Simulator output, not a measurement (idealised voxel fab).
process module | voxel ribs on slabs
cross-section cut | 145 nm wide | cells 5 nm
A cross-section is a grid of square cells, given in bands from the top down. A band is one or more rows of cells.
Each band's line starts with the height of the band's top and of its bottom, in nm. Then come its materials from left to right, each with its width in nm. One material with "throughout" fills the band from edge to edge. "air" is empty space.
Height 0 is the level under which the wafer as received is all one material. The lowest band goes on downwards, as in "0 down".
A width such as "30 to 40" changes by the same amount from each row of cells to the next, from the band's top row to its bottom row.
"no change" after a step means that no cell of the cross-section changed.
closed voids: empty space of 8 cells or more with no open way to the top, each as width x height at its distance from the left edge, in nm
after a step's settings: what the simulator itself notes on the step
overlay nm, on a step with a mask: how far to the right of its planned place the mask lay; to the left if negative
plan
1 op RECEIVE | material Si
2 op DIRECTIONAL_DEP | material SiO2 | thk nm 20
3 op DIRECTIONAL_DEP | material polySi | thk nm 20
4 op DIRECTIONAL_DEP | material aC | thk nm 15
5 op PATTERN | tone cover | mask id RIB | material resist | width nm 15 | thk nm 35 | overlay nm 0
6 op DIRECTIONAL_ETCH | etch materials aC | depth nm 15
7 op STRIP | etch materials resist
8 op DIRECTIONAL_ETCH | etch materials polySi | depth nm 15
9 op STRIP | etch materials aC
10 op PATTERN | tone cover | mask id SLAB | material resist | width nm 65 | thk nm 20 | overlay nm 0
11 op DIRECTIONAL_ETCH | etch materials polySi | depth nm 5
12 op STRIP | etch materials resist
13 op FILL_DEP | material SiO2 | thk nm 20
14 op CMP | height nm 50
15 op DIRECTIONAL_DEP | material W | thk nm 5
16 op MASKED_ETCH | tone cover | mask id HEATER | width nm 25 | etch materials W | depth nm 5 | overlay nm 0
17 op CONFORMAL_DEP | material SiN | thk nm 5
as received, after step 1
  0 down: Si throughout
  closed voids: none
first wafer at the end, as planned
  60 to 55: air 55 | SiN 35 | air 55
  55 to 50: SiN 60 | W 25 | SiN 60
  50 to 40: SiO2 throughout
  40 to 25: SiO2 65 | polySi 15 | SiO2 65
  25 to 20: SiO2 40 | polySi 65 | SiO2 40
  20 to 0: SiO2 throughout
  0 down: Si throughout
  closed voids: none
second wafer at the end: like start, like plan, one mistake
  60 to 55: air 55 | SiN 35 | air 55
  55 to 50: SiN 60 | W 25 | SiN 60
  50 to 40: SiO2 65 to 40 | polySi 15 to 65 | SiO2 65 to 40
  40 to 20: polySi throughout
  20 to 0: SiO2 throughout
  0 down: Si throughout
  closed voids: none
what went wrong: step 3 was run twice
at the end the second wafer has, in cells: 110 fewer of SiO2 | 110 more of polySi
